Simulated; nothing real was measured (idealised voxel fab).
process module | voxel ribs on slabs
cross-section cut | 215 nm wide | cells 5 nm
A cross-section is a grid of square cells, given in bands from the top down. A band is one or more rows of cells.
Each band's line starts with the height of the band's top and of its bottom, in nm. Then come its materials from left to right, each with its width in nm. One material with "throughout" fills the band from edge to edge. "air" is empty space.
Height 0 is the level under which the wafer as received is all one material. The lowest band goes on downwards, as in "0 down".
A width such as "30 to 40" changes by the same amount from each row of cells to the next, from the band's top row to its bottom row.
"no change" after a step means that no cell of the cross-section changed.
closed voids: empty space of 8 cells or more with no open way to the top, each as width x height at its distance from the left edge, in nm
after a step's settings: what the simulator itself notes on the step
overlay nm, on a step with a mask: how far to the right of its planned place the mask lay; to the left if negative
plan
1 op RECEIVE | material Si
2 op DIRECTIONAL_DEP | material SiO2 | thk nm 30
3 op DIRECTIONAL_DEP | material polySi | thk nm 25
4 op DIRECTIONAL_DEP | material aC | thk nm 15
5 op PATTERN | tone cover | mask id RIB | material resist | width nm 15 | thk nm 35 | overlay nm 0
6 op DIRECTIONAL_ETCH | etch materials aC | depth nm 15
7 op STRIP | etch materials resist
8 op DIRECTIONAL_ETCH | etch materials polySi | depth nm 20
9 op STRIP | etch materials aC
10 op DIRECTIONAL_DEP | material aC | thk nm 10
11 op PATTERN | tone cover | mask id SLAB | material resist | width nm 55 | thk nm 30 | overlay nm 0
12 op DIRECTIONAL_ETCH | etch materials aC | depth nm 10
13 op STRIP | etch materials resist
14 op DIRECTIONAL_ETCH | etch materials polySi | depth nm 5
15 op STRIP | etch materials aC
16 op FILL_DEP | material SiO2 | thk nm 25
17 op CMP | height nm 70
18 op DIRECTIONAL_DEP | material W | thk nm 5
19 op MASKED_ETCH | tone cover | mask id HEATER | width nm 25 | etch materials W | depth nm 5 | overlay nm 0
20 op CONFORMAL_DEP | material SiN | thk nm 5
first wafer, as planned
as received, after step 1
  0 down: Si throughout
  closed voids: none
after step 2
  30 to 0: SiO2 throughout
  below 0: unchanged
after step 3
  55 to 30: polySi throughout
  below 30: unchanged
after step 4
  70 to 55: aC throughout
  below 55: unchanged
after step 5
  105 to 70: air 100 | resist 15 | air 100
  below 70: unchanged
after step 6
  90 to 70: air 100 | resist 15 | air 100
  70 to 55: air 100 | aC 15 | air 100
  below 55: unchanged
after step 7
  70 to 55: air 100 | aC 15 | air 100
  below 55: unchanged
after step 8
  70 to 55: air 100 | aC 15 | air 100
  55 to 35: air 100 | polySi 15 | air 100
  below 35: unchanged
after step 9
  55 to 35: air 100 | polySi 15 | air 100
  below 35: unchanged
after step 10
  65 to 55: air 100 | aC 15 | air 100
  55 to 45: air 100 | polySi 15 | air 100
  45 to 35: aC 100 | polySi 15 | aC 100
  below 35: unchanged
after step 11
  95 to 65: air 80 | resist 55 | air 80
  65 to 55: air 80 | resist 20 | aC 15 | resist 20 | air 80
  55 to 45: air 80 | resist 20 | polySi 15 | resist 20 | air 80
  below 45: unchanged
after step 12
  85 to 65: air 80 | resist 55 | air 80
  65 to 55: air 80 | resist 20 | aC 15 | resist 20 | air 80
  55 to 45: air 80 | resist 20 | polySi 15 | resist 20 | air 80
  45 to 35: air 80 | aC 20 | polySi 15 | aC 20 | air 80
  below 35: unchanged
after step 13
  65 to 55: air 100 | aC 15 | air 100
  55 to 45: air 100 | polySi 15 | air 100
  below 45: unchanged
after step 14
  65 to 55: air 100 | aC 15 | air 100
  55 to 45: air 100 | polySi 15 | air 100
  45 to 35: air 80 | aC 20 | polySi 15 | aC 20 | air 80
  35 to 30: air 80 | polySi 55 | air 80
  below 30: unchanged
after step 15
  55 to 35: air 100 | polySi 15 | air 100
  below 35: unchanged
after step 16
  80 to 55: SiO2 throughout
  55 to 35: SiO2 100 | polySi 15 | SiO2 100
  35 to 30: SiO2 80 | polySi 55 | SiO2 80
  below 30: unchanged
after step 17
  70 to 55: SiO2 throughout
  below 55: unchanged
after step 18
  75 to 70: W throughout
  below 70: unchanged
after step 19
  75 to 70: air 95 | W 25 | air 95
  below 70: unchanged
after step 20
  80 to 75: air 90 | SiN 35 | air 90
  75 to 70: SiN 95 | W 25 | SiN 95
  below 70: unchanged
second wafer: like start, like plan, one mistake. Through step 19 it matches the first wafer
when step 20 should have ended
  90 to 85: air 80 | SiN 55 | air 80
  85 to 75: SiN throughout
  75 to 70: SiN 95 | W 25 | SiN 95
  below 70: unchanged
what went wrong: step 20 ran as: op CONFORMAL_DEP | material SiN | thk nm 15
at the end the second wafer has, in cells: 90 more of SiN
